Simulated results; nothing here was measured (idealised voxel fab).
Module name: voxel transistor to metal (process module)
Square cell edge 5 nm, section width 205 nm, ID cut.
Cross-section format: a grid of square cells, given as bands from top to bottom; each band is one or more rows of cells. Basically the band line says how high the top is and how high the bottom is, in nm, and then what's in it from left to right, every material with its width in nm. Empty space shows up as "air", and if a single material carries "full width" it runs the full band edge to edge. Measure heights from 0. That's the level where, below it, the as-received wafer is all one material. The lowest band is bottomless and extends downward; write it as in "0 -> down". Graded width ("30 to 40"): value in top row of band = first number; value in bottom row = second number; row-to-row change constant. A step reported as "remained unchanged" is a step in which no cell of the cross-section changed. Basically, "Voids, enclosed" tells you about the enclosed voids: empty spaces with no open way to the top, 8 cells or bigger, each written width x height at distance, where distance is from the left edge, all in nm. Step line, after settings: the simulator's comment on this step. "overlay nm" on a masked step: distance the mask lay right of its planned place, negative for left.

List of planned process steps
1. RECEIVE,material Si
2. CONFORMAL_DEP,material SiO2,thk nm 5
3. CONFORMAL_DEP,material SiN,thk nm 15
4. MASKED_ETCH,tone cover,mask id ACTIVE,width nm 95,etch materials SiN,depth nm 15,overlay nm 0
5. MASKED_ETCH,tone cover,mask id ACTIVE,width nm 95,etch materials SiO2,depth nm 5,overlay nm 0
6. MASKED_ETCH,tone cover,mask id ACTIVE,width nm 95,etch materials Si,depth nm 25,overlay nm 0
7. FILL_DEP,material SiO2,thk nm 15
8. CMP,height nm 20
9. SELECTIVE_ETCH,etch materials SiO2,depth nm 15
10. STRIP,etch materials SiN
11. SELECTIVE_ETCH,etch materials SiO2,depth nm 5
12. OXIDIZE,depth nm 5
13. DIRECTIONAL_DEP,material polySi,thk nm 30
14. DIRECTIONAL_DEP,material SiCN,thk nm 15
15. DIRECTIONAL_DEP,material aC,thk nm 15
16. PATTERN,tone cover,mask id GATE,material resist,width nm 15,thk nm 35,overlay nm 0
17. DIRECTIONAL_ETCH,etch materials aC,depth nm 15
18. STRIP,etch materials resist
19. DIRECTIONAL_ETCH,etch materials SiCN,depth nm 25
20. DIRECTIONAL_ETCH,etch materials polySi,depth nm 40
21. STRIP,etch materials aC
22. CONFORMAL_DEP,material SiN,thk nm 5
23. DIRECTIONAL_ETCH,etch materials SiN,depth nm 5
24. DIRECTIONAL_ETCH,etch materials SiO2,depth nm 5
25. DIRECTIONAL_ETCH,etch materials Si,depth nm 15
26. EPI,material pSi,thk nm 20
27. FILL_DEP,material SiO2,thk nm 5
28. CMP,height nm 45
29. DIRECTIONAL_DEP,material SiO2,thk nm 15
30. PATTERN,tone open,mask id CONTACT,material resist,width nm 20,pitch nm 65,thk nm 15,overlay nm 0
31. DIRECTIONAL_ETCH,etch materials SiO2,depth nm 60
32. STRIP,etch materials resist
33. CONFORMAL_DEP,material TiN,thk nm 5
34. FILL_DEP,material W,thk nm 10
35. CMP,height nm 60
36. CONFORMAL_DEP,material SiCN,thk nm 5
37. DIRECTIONAL_DEP,material lowk,thk nm 20
38. MASKED_ETCH,tone open,mask id METAL_1,width nm 20,pitch nm 65,etch materials lowk,depth nm 20,overlay nm 0
39. MASKED_ETCH,tone open,mask id METAL_1,width nm 20,pitch nm 65,etch materials SiCN,depth nm 5,overlay nm 0
40. CONFORMAL_DEP,material TiN,thk nm 5
41. FILL_DEP,material Cu,thk nm 5
42. CMP,height nm 85
43. CONFORMAL_DEP,material SiCN,thk nm 5
44. DIRECTIONAL_DEP,material SiO2,thk nm 30
45. PATTERN,tone open,mask id METAL_2_HOLES,material resist,width nm 15,pitch nm 65,thk nm 15,overlay nm -15
46. DIRECTIONAL_ETCH,etch materials SiO2,depth nm 30
47. STRIP,etch materials resist
48. MASKED_ETCH,tone open,mask id METAL_2,width nm 20,pitch nm 65,etch materials SiO2,depth nm 15,overlay nm 0
49. MASKED_ETCH,tone open,mask id METAL_2,width nm 20,pitch nm 65,etch materials SiCN,depth nm 5,overlay nm 0
50. CONFORMAL_DEP,material TiN,thk nm 5
51. FILL_DEP,material Cu,thk nm 10
52. CMP,height nm 120
53. CONFORMAL_DEP,material SiCN,thk nm 5
Wafer-to-wafer difference: overlay nm, step 45. Common start. Plan = first wafer's value.

The first of several wafers, as received after step 1, seen in section
* 0 -> down | Si full width
* Voids, enclosed: none

The table below has one row for each wafer; a row shows, as of the end of the module, how many cells of each material the wafer has gained, marked (+), or lost, marked (-), since it was received, and then the wafer's closed voids
overlay nm -15 | +42 Cu | -171 Si | +124 SiCN | +18 SiN | +638 SiO2 | +110 TiN | +32 W | +132 lowk | +82 pSi | +18 polySi | Voids, enclosed: none
overlay nm -10 | +38 Cu | -171 Si | +122 SiCN | +18 SiN | +644 SiO2 | +110 TiN | +32 W | +132 lowk | +82 pSi | +18 polySi | Voids, enclosed: none
overlay nm -5 | +34 Cu | -171 Si | +120 SiCN | +18 SiN | +650 SiO2 | +110 TiN | +32 W | +132 lowk | +82 pSi | +18 polySi | Voids, enclosed: none
overlay nm 0 | +32 Cu | -171 Si | +118 SiCN | +18 SiN | +656 SiO2 | +108 TiN | +32 W | +132 lowk | +82 pSi | +18 polySi | Voids, enclosed: none
overlay nm 5 | +32 Cu | -171 Si | +118 SiCN | +18 SiN | +656 SiO2 | +108 TiN | +32 W | +132 lowk | +82 pSi | +18 polySi | Voids, enclosed: none
overlay nm 10 | +34 Cu | -171 Si | +120 SiCN | +18 SiN | +650 SiO2 | +110 TiN | +32 W | +132 lowk | +82 pSi | +18 polySi | Voids, enclosed: none
overlay nm 15 | +38 Cu | -171 Si | +122 SiCN | +18 SiN | +644 SiO2 | +110 TiN | +32 W | +132 lowk | +82 pSi | +18 polySi | Voids, enclosed: none
